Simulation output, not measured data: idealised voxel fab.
Presented below is a process module, voxel gate over fins.
cross-section cut | 190 nm wide | cells 5 nm
In this document a cross-section is written as a grid of square cells. It is given as a series of bands, listed from the top down, and a band is one or more rows of cells. For a band, the entry starts with two heights in nm, that of the top and then that of the bottom, and carries on with the band's materials in order from left to right, each alongside its width in nm; the word "all across" beside a single material means it fills the band edge to edge, and "empty" means empty space. Height is counted from the level 0, under which the received wafer is composed throughout of one material. The lowest of the bands is not closed at the bottom but continues downward, in the notation "top 0, no bottom". The expression "30->40" gives the width at the extremes of the band, the first number at its top row of cells and the second at its bottom row, with the width changing by equal amounts from each row to the next in between. The designation "nothing got changed", where it is given for a processing step, indicates that no cell of the cross-section was altered in the course of that step. If an empty space has no open way to the top and is at least 8 cells in size, "Internal closed voids" lists it, written width x height at distance, where distance is measured from the left edge and every value is in nm. What comes after the settings on a step's line is commentary from the simulator itself on that step. "overlay nm" denotes, for a step that has a mask, the displacement of the mask to the right of its planned place, with negative values corresponding to the left.
Below is the list of planned process steps:
1. RECEIVE [material Si]
2. CONFORMAL_DEP [material SiN] [thk nm 5]
3. MASKED_ETCH [tone cover] [mask id FINS] [width nm 15] [pitch nm 50] [etch materials SiN] [depth nm 5] [overlay nm 0]
4. MASKED_ETCH [tone cover] [mask id FINS] [width nm 15] [pitch nm 50] [etch materials Si] [depth nm 30] [overlay nm 0]
5. FILL_DEP [material SiO2] [thk nm 5]
6. CMP [height nm 5]
7. DIRECTIONAL_DEP [material aC] [thk nm 15]
8. PATTERN [tone open] [mask id RAIL] [material resist] [width nm 15] [thk nm 30] [overlay nm 0]
9. DIRECTIONAL_ETCH [etch materials aC] [depth nm 15]
10. STRIP [etch materials resist]
11. DIRECTIONAL_ETCH [etch materials SiO2] [depth nm 30]
12. STRIP [etch materials aC]
13. CONFORMAL_DEP [material TiN] [thk nm 5]
14. FILL_DEP [material W] [thk nm 5]
15. CMP [height nm 5]
16. SELECTIVE_ETCH [etch materials W Ru TiN] [depth nm 25]
17. FILL_DEP [material SiO2] [thk nm 5]
18. CMP [height nm 5]
19. SELECTIVE_ETCH [etch materials SiO2] [depth nm 15]
20. STRIP [etch materials SiN]
21. CONFORMAL_DEP [material HfO2] [thk nm 5]
22. CONFORMAL_DEP [material TiN] [thk nm 5]
23. FILL_DEP [material W] [thk nm 15]
24. CMP [height nm 20]
25. CONFORMAL_DEP [material SiCN] [thk nm 5]
First of two wafers: run as planned:
Cross-section, incoming material, after step 1:
top 0, no bottom  Si all across
Internal closed voids: none
You're looking at a cross-section of the wafer after step 2:
top 5, bottom 0  SiN all across
Beneath the level 0, the cross-section is identical to its previous state.
You're looking at a cross-section of the wafer after step 3:
top 5, bottom 0  empty 35  SiN 15  empty 35  SiN 15  empty 35  SiN 15  empty 40
Beneath the level 0, the cross-section is identical to its previous state.
You're looking at a cross-section of the wafer after step 4:
top 5, bottom 0  empty 35  SiN 15  empty 35  SiN 15  empty 35  SiN 15  empty 40
top 0, bottom -30  empty 35  Si 15  empty 35  Si 15  empty 35  Si 15  empty 40
Beneath the level -30, the cross-section is identical to its previous state.
You're looking at a cross-section of the wafer after step 5:
top 10, bottom 5  SiO2 all across
top 5, bottom 0  SiO2 35  SiN 15  SiO2 35  SiN 15  SiO2 35  SiN 15  SiO2 40
top 0, bottom -30  SiO2 35  Si 15  SiO2 35  Si 15  SiO2 35  Si 15  SiO2 40
Beneath the level -30, the cross-section is identical to its previous state.
You're looking at a cross-section of the wafer after step 6:
top 5, bottom 0  SiO2 35  SiN 15  SiO2 35  SiN 15  SiO2 35  SiN 15  SiO2 40
Beneath the level 0, the cross-section is identical to its previous state.
You're looking at a cross-section of the wafer after step 7:
top 20, bottom 5  aC all across
Beneath the level 5, the cross-section is identical to its previous state.
You're looking at a cross-section of the wafer after step 8:
top 50, bottom 20  resist 60  empty 15  resist 115
Beneath the level 20, the cross-section is identical to its previous state.
You're looking at a cross-section of the wafer after step 9:
top 35, bottom 20  resist 60  empty 15  resist 115
top 20, bottom 5  aC 60  empty 15  aC 115
Beneath the level 5, the cross-section is identical to its previous state.
You're looking at a cross-section of the wafer after step 10:
top 20, bottom 5  aC 60  empty 15  aC 115
Beneath the level 5, the cross-section is identical to its previous state.
You're looking at a cross-section of the wafer after step 11:
top 20, bottom 5  aC 60  empty 15  aC 115
top 5, bottom 0  SiO2 35  SiN 15  SiO2 10  empty 15  SiO2 10  SiN 15  SiO2 35  SiN 15  SiO2 40
top 0, bottom -25  SiO2 35  Si 15  SiO2 10  empty 15  SiO2 10  Si 15  SiO2 35  Si 15  SiO2 40
Beneath the level -25, the cross-section is identical to its previous state.
You're looking at a cross-section of the wafer after step 12:
top 5, bottom 0  SiO2 35  SiN 15  SiO2 10  empty 15  SiO2 10  SiN 15  SiO2 35  SiN 15  SiO2 40
Beneath the level 0, the cross-section is identical to its previous state.
You're looking at a cross-section of the wafer after step 13:
top 10, bottom 5  TiN 65  empty 5  TiN 120
top 5, bottom 0  SiO2 35  SiN 15  SiO2 10  TiN 5  empty 5  TiN 5  SiO2 10  SiN 15  SiO2 35  SiN 15  SiO2 40
top 0, bottom -20  SiO2 35  Si 15  SiO2 10  TiN 5  empty 5  TiN 5  SiO2 10  Si 15  SiO2 35  Si 15  SiO2 40
top -20, bottom -25  SiO2 35  Si 15  SiO2 10  TiN 15  SiO2 10  Si 15  SiO2 35  Si 15  SiO2 40
Beneath the level -25, the cross-section is identical to its previous state.
You're looking at a cross-section of the wafer after step 14:
top 15, bottom 10  W all across
top 10, bottom 5  TiN 65  W 5  TiN 120
top 5, bottom 0  SiO2 35  SiN 15  SiO2 10  TiN 5  W 5  TiN 5  SiO2 10  SiN 15  SiO2 35  SiN 15  SiO2 40
top 0, bottom -20  SiO2 35  Si 15  SiO2 10  TiN 5  W 5  TiN 5  SiO2 10  Si 15  SiO2 35  Si 15  SiO2 40
Beneath the level -20, the cross-section is identical to its previous state.
You're looking at a cross-section of the wafer after step 15:
top 5, bottom 0  SiO2 35  SiN 15  SiO2 10  TiN 5  W 5  TiN 5  SiO2 10  SiN 15  SiO2 35  SiN 15  SiO2 40
Beneath the level 0, the cross-section is identical to its previous state.
You're looking at a cross-section of the wafer after step 16:
top 5, bottom 0  SiO2 35  SiN 15  SiO2 10  empty 15  SiO2 10  SiN 15  SiO2 35  SiN 15  SiO2 40
top 0, bottom -20  SiO2 35  Si 15  SiO2 10  empty 15  SiO2 10  Si 15  SiO2 35  Si 15  SiO2 40
Beneath the level -20, the cross-section is identical to its previous state.
You're looking at a cross-section of the wafer after step 17:
top 10, bottom 5  SiO2 all across
top 5, bottom 0  SiO2 35  SiN 15  SiO2 35  SiN 15  SiO2 35  SiN 15  SiO2 40
top 0, bottom -20  SiO2 35  Si 15  SiO2 35  Si 15  SiO2 35  Si 15  SiO2 40
Beneath the level -20, the cross-section is identical to its previous state.
You're looking at a cross-section of the wafer after step 18:
top 5, bottom 0  SiO2 35  SiN 15  SiO2 35  SiN 15  SiO2 35  SiN 15  SiO2 40
Beneath the level 0, the cross-section is identical to its previous state.
You're looking at a cross-section of the wafer after step 19:
top 5, bottom 0  empty 35  SiN 15  empty 35  SiN 15  empty 35  SiN 15  empty 40
top 0, bottom -10  empty 35  Si 15  empty 35  Si 15  empty 35  Si 15  empty 40
Beneath the level -10, the cross-section is identical to its previous state.
You're looking at a cross-section of the wafer after step 20:
top 0, bottom -10  empty 35  Si 15  empty 35  Si 15  empty 35  Si 15  empty 40
Beneath the level -10, the cross-section is identical to its previous state.
You're looking at a cross-section of the wafer after step 21:
top 5, bottom 0  empty 30  HfO2 25  empty 25  HfO2 25  empty 25  HfO2 25  empty 35
top 0, bottom -5  empty 30  HfO2 5  Si 15  HfO2 5  empty 25  HfO2 5  Si 15  HfO2 5  empty 25  HfO2 5  Si 15  HfO2 5  empty 35
top -5, bottom -10  HfO2 35  Si 15  HfO2 35  Si 15  HfO2 35  Si 15  HfO2 40
Beneath the level -10, the cross-section is identical to its previous state.
You're looking at a cross-section of the wafer after step 22:
top 10, bottom 5  empty 25  TiN 35  empty 15  TiN 35  empty 15  TiN 35  empty 30
top 5, bottom 0  empty 25  TiN 5  HfO2 25  TiN 5  empty 15  TiN 5  HfO2 25  TiN 5  empty 15  TiN 5  HfO2 25  TiN 5  empty 30
top 0, bottom -5  TiN 30  HfO2 5  Si 15  HfO2 5  TiN 25  HfO2 5  Si 15  HfO2 5  TiN 25  HfO2 5  Si 15  HfO2 5  TiN 35
Beneath the level -5, the cross-section is identical to its previous state.
You're looking at a cross-section of the wafer after step 23:
top 25, bottom 10  W all across
top 10, bottom 5  W 25  TiN 35  W 15  TiN 35  W 15  TiN 35  W 30
top 5, bottom 0  W 25  TiN 5  HfO2 25  TiN 5  W 15  TiN 5  HfO2 25  TiN 5  W 15  TiN 5  HfO2 25  TiN 5  W 30
Beneath the level 0, the cross-section is identical to its previous state.
You're looking at a cross-section of the wafer after step 24:
top 20, bottom 10  W all across
Beneath the level 10, the cross-section is identical to its previous state.
You're looking at a cross-section of the wafer after step 25:
top 25, bottom 20  SiCN all across
Beneath the level 20, the cross-section is identical to its previous state.
Second wafer. Start and plan as for the first. One mistake made in running. Agrees with the first up to and including step 20:
Cross-section: second wafer, time at which step 21 was scheduled to end:
top 5, bottom 0  empty 30  TiN 25  empty 25  TiN 25  empty 25  TiN 25  empty 35
top 0, bottom -5  empty 30  TiN 5  Si 15  TiN 5  empty 25  TiN 5  Si 15  TiN 5  empty 25  TiN 5  Si 15  TiN 5  empty 35
top -5, bottom -10  TiN 35  Si 15  TiN 35  Si 15  TiN 35  Si 15  TiN 40
Beneath the level -10, the cross-section is identical to its previous state.
Cross-section: second wafer, time at which step 22 was scheduled to end:
top 10, bottom 5  empty 25  HfO2 35  empty 15  HfO2 35  empty 15  HfO2 35  empty 30
top 5, bottom 0  empty 25  HfO2 5  TiN 25  HfO2 5  empty 15  HfO2 5  TiN 25  HfO2 5  empty 15  HfO2 5  TiN 25  HfO2 5  empty 30
top 0, bottom -5  HfO2 30  TiN 5  Si 15  TiN 5  HfO2 25  TiN 5  Si 15  TiN 5  HfO2 25  TiN 5  Si 15  TiN 5  HfO2 35
Beneath the level -5, the cross-section is identical to its previous state.
Cross-section: second wafer, time at which step 23 was scheduled to end:
top 25, bottom 10  W all across
top 10, bottom 5  W 25  HfO2 35  W 15  HfO2 35  W 15  HfO2 35  W 30
top 5, bottom 0  W 25  HfO2 5  TiN 25  HfO2 5  W 15  HfO2 5  TiN 25  HfO2 5  W 15  HfO2 5  TiN 25  HfO2 5  W 30
Beneath the level 0, the cross-section is identical to its previous state.
Cross-section: second wafer, time at which step 24 was scheduled to end:
top 20, bottom 10  W all across
Beneath the level 10, the cross-section is identical to its previous state.
Cross-section: second wafer, time at which step 25 was scheduled to end:
top 25, bottom 20  SiCN all across
Beneath the level 20, the cross-section is identical to its previous state.
Diagnosis: the run placed steps 21 and 22 each in the position the plan gave to the other
In the final comparison it is observed that the number of cells assigned to each material is identical for the two wafers, whereas their placement is not.
